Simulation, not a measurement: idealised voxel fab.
Proc. module: voxel double patterning
Pictured: cross-section cut, 260 nm wide, on a grid of 5 nm square cells.
A cross-section in this document is a grid of square cells, and it is written down as bands, the top band listed before the ones below it; a band is made up of one or more rows of cells. This entry defines a band. It first specifies the height of the band's top and the height of its bottom in nm, and then specifies the band's materials from left to right, stating each material with its width in nm. The word "all across" identifies a single material that fills the band from edge to edge, while the word "blank" identifies empty space. Height 0 is the level under which the wafer as received is all one material. The lowest band goes on downwards, as in "0 -> down". Graded width ("30 to 40"): value in top row of band = first number; value in bottom row = second number; row-to-row change constant. Reading "no modifications" for a step: not a cell of the cross-section changed in it. Under "Closed voids list" you'll find the enclosed gaps, the ones with no way out to the top, that are 8 cells or bigger; each reads width x height at distance, with distance counted from the left edge, everything in nm. Whatever follows a step's settings on its line is a remark the simulator itself makes about that step. "overlay nm" answers the question of how far to the right of plan the mask lay on a step that has a mask, and when it is negative the answer is to the left.

[Listed below are the process steps as planned]
1,RECEIVE,material Si
2,CONFORMAL_DEP,material SiO2,thk nm 5
3,DIRECTIONAL_DEP,material TiN,thk nm 10
4,DIRECTIONAL_DEP,material SiCN,thk nm 10
5,DIRECTIONAL_DEP,material aC,thk nm 10
6,PATTERN,tone open,mask id FIRST,material resist,width nm 15,pitch nm 50,thk nm 30,overlay nm 0
7,DIRECTIONAL_ETCH,etch materials aC,depth nm 10
8,STRIP,etch materials resist
9,DIRECTIONAL_ETCH,etch materials SiCN,depth nm 10
10,STRIP,etch materials aC
11,PATTERN,tone open,mask id SECOND,material resist,width nm 15,thk nm 15,overlay nm 0
12,DIRECTIONAL_ETCH,etch materials SiCN,depth nm 10
13,STRIP,etch materials resist
14,DIRECTIONAL_ETCH,etch materials TiN,depth nm 10
15,STRIP,etch materials SiCN
Wafers differ in width nm at step 11; plan lists the first wafer's value; identical starting state.

[The first of several wafers in cross-section, exactly as it reached us after step 1]
> 0 -> down  Si all across
> Closed voids list: none

[Per wafer, end of module: cells gained (+) or lost (-) per material since receipt, then closed voids]
width nm 15 | +52 SiO2 | +86 TiN | Closed voids list: none
width nm 20 | +52 SiO2 | +84 TiN | Closed voids list: none
width nm 25 | +52 SiO2 | +82 TiN | Closed voids list: none
width nm 30 | +52 SiO2 | +80 TiN | Closed voids list: none
